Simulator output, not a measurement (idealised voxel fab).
You're looking at the process module voxel self aligned vias.
Displayed cross-section: cut, width of 225 nm, square cells sized 5 nm.
Cross-section layout: square cells on a grid; listed as bands, top to bottom; a band spans one or more cell rows. Each band's line starts with the height of the band's top and of its bottom, in nm. Then come its materials from left to right, each with its width in nm. One material with "edge to edge" fills the band from edge to edge. "blank" is empty space. Below 0: as-received wafer, all one material; heights counted from there. Lowest band: no bottom, goes on down, written "from 0 down". The width entry "30 to 40" should be interpreted row by row: the top row of cells in the band takes the first number, the bottom row takes the second number, and the change between adjacent rows is uniform throughout. For the purposes of this document, the phrase "no modifications" attached to a step denotes that no cell within the cross-section was modified by that step. The entry "Unvented internal voids" lists the empty spaces that cover at least 8 cells and have no open path to the top. Each is written as width x height at distance, where the distance is measured from the left edge and all three values are in nm. Anything after a step's settings on that line? It's the simulator's own note about the step. "overlay nm" denotes, for a step that has a mask, the displacement of the mask to the right of its planned place, with negative values corresponding to the left.

-- This section lists the process steps that were planned
1: op RECEIVE | material Si
2: op CONFORMAL_DEP | material SiO2 | thk nm 15
3: op CONFORMAL_DEP | material SiCN | thk nm 5
4: op DIRECTIONAL_DEP | material SiO2 | thk nm 20
5: op PATTERN | tone open | mask id LINES | material resist | width nm 20 | pitch nm 50 | thk nm 20 | overlay nm 0
6: op DIRECTIONAL_ETCH | etch materials SiO2 | depth nm 20
7: op STRIP | etch materials resist
8: op CONFORMAL_DEP | material TiN | thk nm 5
9: op FILL_DEP | material Ru | thk nm 5
10: op CMP | height nm 40
11: op SELECTIVE_ETCH | etch materials W Ru TiN | depth nm 5
12: op FILL_DEP | material SiN | thk nm 5
13: op CMP | height nm 40
14: op DIRECTIONAL_DEP | material SiO2 | thk nm 15
15: op DIRECTIONAL_DEP | material aC | thk nm 10
16: op PATTERN | tone open | mask id VIAS | material resist | width nm 30 | pitch nm 50 | thk nm 25 | overlay nm 0
17: op DIRECTIONAL_ETCH | etch materials aC | depth nm 10
18: op STRIP | etch materials resist
19: op DIRECTIONAL_ETCH | etch materials SiO2 | depth nm 15
20: op DIRECTIONAL_ETCH | etch materials SiN | depth nm 5
21: op STRIP | etch materials aC
22: op CONFORMAL_DEP | material TiN | thk nm 5
23: op FILL_DEP | material Ru | thk nm 5
24: op CMP | height nm 55
25: op CONFORMAL_DEP | material SiN | thk nm 5

-- On the first of the two wafers: run conducted according to plan

-- as received, after step 1
from 0 down | Si edge to edge
Unvented internal voids: none

-- Upon completion of step 2, the wafer appears in cross-section as shown
from 15 to 0 | SiO2 edge to edge
Note: structure below 0 unchanged.

-- Upon completion of step 3, the wafer appears in cross-section as shown
from 20 to 15 | SiCN edge to edge
Note: structure below 15 unchanged.

-- Upon completion of step 4, the wafer appears in cross-section as shown
from 40 to 20 | SiO2 edge to edge
Note: structure below 20 unchanged.

-- Upon completion of step 5, the wafer appears in cross-section as shown
from 60 to 40 | resist 50 nm | blank 20 nm | resist 30 nm | blank 20 nm | resist 30 nm | blank 20 nm | resist 55 nm
Note: structure below 40 unchanged.

-- Upon completion of step 6, the wafer appears in cross-section as shown
from 60 to 40 | resist 50 nm | blank 20 nm | resist 30 nm | blank 20 nm | resist 30 nm | blank 20 nm | resist 55 nm
from 40 to 20 | SiO2 50 nm | blank 20 nm | SiO2 30 nm | blank 20 nm | SiO2 30 nm | blank 20 nm | SiO2 55 nm
Note: structure below 20 unchanged.

-- Upon completion of step 7, the wafer appears in cross-section as shown
from 40 to 20 | SiO2 50 nm | blank 20 nm | SiO2 30 nm | blank 20 nm | SiO2 30 nm | blank 20 nm | SiO2 55 nm
Note: structure below 20 unchanged.

-- Upon completion of step 8, the wafer appears in cross-section as shown
from 45 to 40 | TiN 55 nm | blank 10 nm | TiN 40 nm | blank 10 nm | TiN 40 nm | blank 10 nm | TiN 60 nm
from 40 to 25 | SiO2 50 nm | TiN 5 nm | blank 10 nm | TiN 5 nm | SiO2 30 nm | TiN 5 nm | blank 10 nm | TiN 5 nm | SiO2 30 nm | TiN 5 nm | blank 10 nm | TiN 5 nm | SiO2 55 nm
from 25 to 20 | SiO2 50 nm | TiN 20 nm | SiO2 30 nm | TiN 20 nm | SiO2 30 nm | TiN 20 nm | SiO2 55 nm
Note: structure below 20 unchanged.

-- Upon completion of step 9, the wafer appears in cross-section as shown
from 50 to 45 | Ru edge to edge
from 45 to 40 | TiN 55 nm | Ru 10 nm | TiN 40 nm | Ru 10 nm | TiN 40 nm | Ru 10 nm | TiN 60 nm
from 40 to 25 | SiO2 50 nm | TiN 5 nm | Ru 10 nm | TiN 5 nm | SiO2 30 nm | TiN 5 nm | Ru 10 nm | TiN 5 nm | SiO2 30 nm | TiN 5 nm | Ru 10 nm | TiN 5 nm | SiO2 55 nm
Note: structure below 25 unchanged.

-- Upon completion of step 10, the wafer appears in cross-section as shown
from 40 to 25 | SiO2 50 nm | TiN 5 nm | Ru 10 nm | TiN 5 nm | SiO2 30 nm | TiN 5 nm | Ru 10 nm | TiN 5 nm | SiO2 30 nm | TiN 5 nm | Ru 10 nm | TiN 5 nm | SiO2 55 nm
Note: structure below 25 unchanged.

-- Upon completion of step 11, the wafer appears in cross-section as shown
from 40 to 35 | SiO2 50 nm | blank 20 nm | SiO2 30 nm | blank 20 nm | SiO2 30 nm | blank 20 nm | SiO2 55 nm
Note: structure below 35 unchanged.

-- Upon completion of step 12, the wafer appears in cross-section as shown
from 45 to 40 | SiN edge to edge
from 40 to 35 | SiO2 50 nm | SiN 20 nm | SiO2 30 nm | SiN 20 nm | SiO2 30 nm | SiN 20 nm | SiO2 55 nm
Note: structure below 35 unchanged.

-- Upon completion of step 13, the wafer appears in cross-section as shown
from 40 to 35 | SiO2 50 nm | SiN 20 nm | SiO2 30 nm | SiN 20 nm | SiO2 30 nm | SiN 20 nm | SiO2 55 nm
Note: structure below 35 unchanged.

-- Upon completion of step 14, the wafer appears in cross-section as shown
from 55 to 40 | SiO2 edge to edge
Note: structure below 40 unchanged.

-- Upon completion of step 15, the wafer appears in cross-section as shown
from 65 to 55 | aC edge to edge
Note: structure below 55 unchanged.

-- Upon completion of step 16, the wafer appears in cross-section as shown
from 90 to 65 | resist 45 nm | blank 30 nm | resist 20 nm | blank 30 nm | resist 20 nm | blank 30 nm | resist 50 nm
Note: structure below 65 unchanged.

-- Upon completion of step 17, the wafer appears in cross-section as shown
from 80 to 65 | resist 45 nm | blank 30 nm | resist 20 nm | blank 30 nm | resist 20 nm | blank 30 nm | resist 50 nm
from 65 to 55 | aC 45 nm | blank 30 nm | aC 20 nm | blank 30 nm | aC 20 nm | blank 30 nm | aC 50 nm
Note: structure below 55 unchanged.

-- Upon completion of step 18, the wafer appears in cross-section as shown
from 65 to 55 | aC 45 nm | blank 30 nm | aC 20 nm | blank 30 nm | aC 20 nm | blank 30 nm | aC 50 nm
Note: structure below 55 unchanged.

-- Upon completion of step 19, the wafer appears in cross-section as shown
from 65 to 55 | aC 45 nm | blank 30 nm | aC 20 nm | blank 30 nm | aC 20 nm | blank 30 nm | aC 50 nm
from 55 to 40 | SiO2 45 nm | blank 30 nm | SiO2 20 nm | blank 30 nm | SiO2 20 nm | blank 30 nm | SiO2 50 nm
Note: structure below 40 unchanged.

-- Upon completion of step 20, the wafer appears in cross-section as shown
from 65 to 55 | aC 45 nm | blank 30 nm | aC 20 nm | blank 30 nm | aC 20 nm | blank 30 nm | aC 50 nm
from 55 to 40 | SiO2 45 nm | blank 30 nm | SiO2 20 nm | blank 30 nm | SiO2 20 nm | blank 30 nm | SiO2 50 nm
from 40 to 35 | SiO2 50 nm | blank 20 nm | SiO2 30 nm | blank 20 nm | SiO2 30 nm | blank 20 nm | SiO2 55 nm
Note: structure below 35 unchanged.

-- Upon completion of step 21, the wafer appears in cross-section as shown
from 55 to 40 | SiO2 45 nm | blank 30 nm | SiO2 20 nm | blank 30 nm | SiO2 20 nm | blank 30 nm | SiO2 50 nm
Note: structure below 40 unchanged.

-- Upon completion of step 22, the wafer appears in cross-section as shown
from 60 to 55 | TiN 50 nm | blank 20 nm | TiN 30 nm | blank 20 nm | TiN 30 nm | blank 20 nm | TiN 55 nm
from 55 to 45 | SiO2 45 nm | TiN 5 nm | blank 20 nm | TiN 5 nm | SiO2 20 nm | TiN 5 nm | blank 20 nm | TiN 5 nm | SiO2 20 nm | TiN 5 nm | blank 20 nm | TiN 5 nm | SiO2 50 nm
from 45 to 40 | SiO2 45 nm | TiN 10 nm | blank 10 nm | TiN 10 nm | SiO2 20 nm | TiN 10 nm | blank 10 nm | TiN 10 nm | SiO2 20 nm | TiN 10 nm | blank 10 nm | TiN 10 nm | SiO2 50 nm
from 40 to 35 | SiO2 50 nm | TiN 20 nm | SiO2 30 nm | TiN 20 nm | SiO2 30 nm | TiN 20 nm | SiO2 55 nm
Note: structure below 35 unchanged.

-- Upon completion of step 23, the wafer appears in cross-section as shown
from 65 to 60 | Ru edge to edge
from 60 to 55 | TiN 50 nm | Ru 20 nm | TiN 30 nm | Ru 20 nm | TiN 30 nm | Ru 20 nm | TiN 55 nm
from 55 to 45 | SiO2 45 nm | TiN 5 nm | Ru 20 nm | TiN 5 nm | SiO2 20 nm | TiN 5 nm | Ru 20 nm | TiN 5 nm | SiO2 20 nm | TiN 5 nm | Ru 20 nm | TiN 5 nm | SiO2 50 nm
from 45 to 40 | SiO2 45 nm | TiN 10 nm | Ru 10 nm | TiN 10 nm | SiO2 20 nm | TiN 10 nm | Ru 10 nm | TiN 10 nm | SiO2 20 nm | TiN 10 nm | Ru 10 nm | TiN 10 nm | SiO2 50 nm
Note: structure below 40 unchanged.

-- Upon completion of step 24, the wafer appears in cross-section as shown
from 55 to 45 | SiO2 45 nm | TiN 5 nm | Ru 20 nm | TiN 5 nm | SiO2 20 nm | TiN 5 nm | Ru 20 nm | TiN 5 nm | SiO2 20 nm | TiN 5 nm | Ru 20 nm | TiN 5 nm | SiO2 50 nm
Note: structure below 45 unchanged.

-- Upon completion of step 25, the wafer appears in cross-section as shown
from 60 to 55 | SiN edge to edge
Note: structure below 55 unchanged.

-- Second wafer: same start and same plan as the first, one execution error; identical to the first through step 1

-- Second wafer shown in cross-section at the time step 2 was slated to end
from 5 to 0 | SiCN edge to edge
Note: structure below 0 unchanged.

-- Second wafer shown in cross-section at the time step 3 was slated to end
from 20 to 5 | SiO2 edge to edge
Note: structure below 5 unchanged.

-- Second wafer shown in cross-section at the time step 4 was slated to end
from 40 to 5 | SiO2 edge to edge
Note: structure below 5 unchanged.

-- Second wafer shown in cross-section at the time step 5 was slated to end
from 60 to 40 | resist 50 nm | blank 20 nm | resist 30 nm | blank 20 nm | resist 30 nm | blank 20 nm | resist 55 nm
Note: structure below 40 unchanged.

-- Second wafer shown in cross-section at the time step 6 was slated to end
from 60 to 40 | resist 50 nm | blank 20 nm | resist 30 nm | blank 20 nm | resist 30 nm | blank 20 nm | resist 55 nm
from 40 to 20 | SiO2 50 nm | blank 20 nm | SiO2 30 nm | blank 20 nm | SiO2 30 nm | blank 20 nm | SiO2 55 nm
Note: structure below 20 unchanged.

-- Second wafer shown in cross-section at the time step 7 was slated to end
from 40 to 20 | SiO2 50 nm | blank 20 nm | SiO2 30 nm | blank 20 nm | SiO2 30 nm | blank 20 nm | SiO2 55 nm
Note: structure below 20 unchanged.

-- Second wafer shown in cross-section at the time step 8 was slated to end
from 45 to 40 | TiN 55 nm | blank 10 nm | TiN 40 nm | blank 10 nm | TiN 40 nm | blank 10 nm | TiN 60 nm
from 40 to 25 | SiO2 50 nm | TiN 5 nm | blank 10 nm | TiN 5 nm | SiO2 30 nm | TiN 5 nm | blank 10 nm | TiN 5 nm | SiO2 30 nm | TiN 5 nm | blank 10 nm | TiN 5 nm | SiO2 55 nm
from 25 to 20 | SiO2 50 nm | TiN 20 nm | SiO2 30 nm | TiN 20 nm | SiO2 30 nm | TiN 20 nm | SiO2 55 nm
Note: structure below 20 unchanged.

-- Second wafer shown in cross-section at the time step 9 was slated to end
from 50 to 45 | Ru edge to edge
from 45 to 40 | TiN 55 nm | Ru 10 nm | TiN 40 nm | Ru 10 nm | TiN 40 nm | Ru 10 nm | TiN 60 nm
from 40 to 25 | SiO2 50 nm | TiN 5 nm | Ru 10 nm | TiN 5 nm | SiO2 30 nm | TiN 5 nm | Ru 10 nm | TiN 5 nm | SiO2 30 nm | TiN 5 nm | Ru 10 nm | TiN 5 nm | SiO2 55 nm
Note: structure below 25 unchanged.

-- Second wafer shown in cross-section at the time step 10 was slated to end
from 40 to 25 | SiO2 50 nm | TiN 5 nm | Ru 10 nm | TiN 5 nm | SiO2 30 nm | TiN 5 nm | Ru 10 nm | TiN 5 nm | SiO2 30 nm | TiN 5 nm | Ru 10 nm | TiN 5 nm | SiO2 55 nm
Note: structure below 25 unchanged.

-- Second wafer shown in cross-section at the time step 11 was slated to end
from 40 to 35 | SiO2 50 nm | blank 20 nm | SiO2 30 nm | blank 20 nm | SiO2 30 nm | blank 20 nm | SiO2 55 nm
Note: structure below 35 unchanged.

-- Second wafer shown in cross-section at the time step 12 was slated to end
from 45 to 40 | SiN edge to edge
from 40 to 35 | SiO2 50 nm | SiN 20 nm | SiO2 30 nm | SiN 20 nm | SiO2 30 nm | SiN 20 nm | SiO2 55 nm
Note: structure below 35 unchanged.

-- Second wafer shown in cross-section at the time step 13 was slated to end
from 40 to 35 | SiO2 50 nm | SiN 20 nm | SiO2 30 nm | SiN 20 nm | SiO2 30 nm | SiN 20 nm | SiO2 55 nm
Note: structure below 35 unchanged.

-- Second wafer shown in cross-section at the time step 14 was slated to end
from 55 to 40 | SiO2 edge to edge
Note: structure below 40 unchanged.

-- Second wafer shown in cross-section at the time step 15 was slated to end
from 65 to 55 | aC edge to edge
Note: structure below 55 unchanged.

-- Second wafer shown in cross-section at the time step 16 was slated to end
from 90 to 65 | resist 45 nm | blank 30 nm | resist 20 nm | blank 30 nm | resist 20 nm | blank 30 nm | resist 50 nm
Note: structure below 65 unchanged.

-- Second wafer shown in cross-section at the time step 17 was slated to end
from 80 to 65 | resist 45 nm | blank 30 nm | resist 20 nm | blank 30 nm | resist 20 nm | blank 30 nm | resist 50 nm
from 65 to 55 | aC 45 nm | blank 30 nm | aC 20 nm | blank 30 nm | aC 20 nm | blank 30 nm | aC 50 nm
Note: structure below 55 unchanged.

-- Second wafer shown in cross-section at the time step 18 was slated to end
from 65 to 55 | aC 45 nm | blank 30 nm | aC 20 nm | blank 30 nm | aC 20 nm | blank 30 nm | aC 50 nm
Note: structure below 55 unchanged.

-- Second wafer shown in cross-section at the time step 19 was slated to end
from 65 to 55 | aC 45 nm | blank 30 nm | aC 20 nm | blank 30 nm | aC 20 nm | blank 30 nm | aC 50 nm
from 55 to 40 | SiO2 45 nm | blank 30 nm | SiO2 20 nm | blank 30 nm | SiO2 20 nm | blank 30 nm | SiO2 50 nm
Note: structure below 40 unchanged.

-- Second wafer shown in cross-section at the time step 20 was slated to end
from 65 to 55 | aC 45 nm | blank 30 nm | aC 20 nm | blank 30 nm | aC 20 nm | blank 30 nm | aC 50 nm
from 55 to 40 | SiO2 45 nm | blank 30 nm | SiO2 20 nm | blank 30 nm | SiO2 20 nm | blank 30 nm | SiO2 50 nm
from 40 to 35 | SiO2 50 nm | blank 20 nm | SiO2 30 nm | blank 20 nm | SiO2 30 nm | blank 20 nm | SiO2 55 nm
Note: structure below 35 unchanged.

-- Second wafer shown in cross-section at the time step 21 was slated to end
from 55 to 40 | SiO2 45 nm | blank 30 nm | SiO2 20 nm | blank 30 nm | SiO2 20 nm | blank 30 nm | SiO2 50 nm
Note: structure below 40 unchanged.

-- Second wafer shown in cross-section at the time step 22 was slated to end
from 60 to 55 | TiN 50 nm | blank 20 nm | TiN 30 nm | blank 20 nm | TiN 30 nm | blank 20 nm | TiN 55 nm
from 55 to 45 | SiO2 45 nm | TiN 5 nm | blank 20 nm | TiN 5 nm | SiO2 20 nm | TiN 5 nm | blank 20 nm | TiN 5 nm | SiO2 20 nm | TiN 5 nm | blank 20 nm | TiN 5 nm | SiO2 50 nm
from 45 to 40 | SiO2 45 nm | TiN 10 nm | blank 10 nm | TiN 10 nm | SiO2 20 nm | TiN 10 nm | blank 10 nm | TiN 10 nm | SiO2 20 nm | TiN 10 nm | blank 10 nm | TiN 10 nm | SiO2 50 nm
from 40 to 35 | SiO2 50 nm | TiN 20 nm | SiO2 30 nm | TiN 20 nm | SiO2 30 nm | TiN 20 nm | SiO2 55 nm
Note: structure below 35 unchanged.

-- Second wafer shown in cross-section at the time step 23 was slated to end
from 65 to 60 | Ru edge to edge
from 60 to 55 | TiN 50 nm | Ru 20 nm | TiN 30 nm | Ru 20 nm | TiN 30 nm | Ru 20 nm | TiN 55 nm
from 55 to 45 | SiO2 45 nm | TiN 5 nm | Ru 20 nm | TiN 5 nm | SiO2 20 nm | TiN 5 nm | Ru 20 nm | TiN 5 nm | SiO2 20 nm | TiN 5 nm | Ru 20 nm | TiN 5 nm | SiO2 50 nm
from 45 to 40 | SiO2 45 nm | TiN 10 nm | Ru 10 nm | TiN 10 nm | SiO2 20 nm | TiN 10 nm | Ru 10 nm | TiN 10 nm | SiO2 20 nm | TiN 10 nm | Ru 10 nm | TiN 10 nm | SiO2 50 nm
Note: structure below 40 unchanged.

-- Second wafer shown in cross-section at the time step 24 was slated to end
from 55 to 45 | SiO2 45 nm | TiN 5 nm | Ru 20 nm | TiN 5 nm | SiO2 20 nm | TiN 5 nm | Ru 20 nm | TiN 5 nm | SiO2 20 nm | TiN 5 nm | Ru 20 nm | TiN 5 nm | SiO2 50 nm
Note: structure below 45 unchanged.

-- Second wafer shown in cross-section at the time step 25 was slated to end
from 60 to 55 | SiN edge to edge
Note: structure below 55 unchanged.
Which mistake was made when the wafer was run? it was found that steps 2 and 3 of the process plan had been performed in exchanged positions
Both wafers, final: cells per material equal; arrangement not.
